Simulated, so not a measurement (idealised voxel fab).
Process module name: voxel released beams
This is section cut - it's 160 nm across, gridded in 5 nm square cells.
Think of the cross-section as a grid of square cells. We describe it in bands, top to bottom, and each band covers one or more rows of those cells.
Top height, bottom height, nm. Materials left to right, width each, nm. Single material + "edge to edge" = fills band edge to edge. "blank" = empty.
Heights are expressed relative to 0, this being the level below which the as-received wafer comprises one material exclusively. The lowest band is unbounded in the downward direction and is denoted as in "0 nm and below".
A width given as "30->40" starts at the first number in the band's top row and ends at the second number in its bottom row, shifting by an equal amount at every step from row to row.
For the purposes of this document, the phrase "stayed the same" attached to a step denotes that no cell within the cross-section was modified by that step.
Reported under the label "Enclosed void catalog" are the empty spaces having no open way to the top and comprising 8 cells or more; the notation for each is width x height at distance, in which the distance is measured from the left edge and all three values are in nm.
Text after the settings on a step's line: the simulator's own remark on that step.
overlay nm: mask offset rightward from planned place, masked step; negative means leftward offset.
**Planned step list for the process**
1 RECEIVE, material Si
2 CONFORMAL_DEP, material Al2O3, thk nm 5
3 DIRECTIONAL_DEP, material SiO2, thk nm 10
4 DIRECTIONAL_DEP, material aC, thk nm 15
5 PATTERN, tone open, mask id ANCHOR, material resist, width nm 25, thk nm 30, overlay nm 0
6 DIRECTIONAL_ETCH, etch materials aC, depth nm 15
7 STRIP, etch materials resist
8 DIRECTIONAL_ETCH, etch materials SiO2, depth nm 10
9 STRIP, etch materials aC
10 CONFORMAL_DEP, material polySi, thk nm 10
11 DIRECTIONAL_DEP, material aC, thk nm 10
12 PATTERN, tone cover, mask id BEAM, material resist, width nm 85, thk nm 25, overlay nm 0
13 DIRECTIONAL_ETCH, etch materials aC, depth nm 10
14 STRIP, etch materials resist
15 DIRECTIONAL_ETCH, etch materials polySi, depth nm 10
16 STRIP, etch materials aC
17 STRIP, etch materials SiO2
**Cross-section: wafer on arrival = after step 1**
  0 nm and below: Si edge to edge
  Enclosed void catalog: none
**Post-module cross-section: identical start and plan to those above, one misstep in execution**
  25 nm to 15 nm: blank 30, then polySi 20, then blank 5, then polySi 70, then blank 35
  15 nm to 5 nm: blank 40, then polySi 25, then blank 95
  5 nm to 0 nm: Al2O3 edge to edge
  0 nm and below: Si edge to edge
  Enclosed void catalog: none
It is concluded that the wafer was processed incorrectly with respect to the plan, in that planned and actual differ for step 12; actual: PATTERN, tone cover, mask id BEAM, material resist, width nm 95, thk nm 25, overlay nm 0
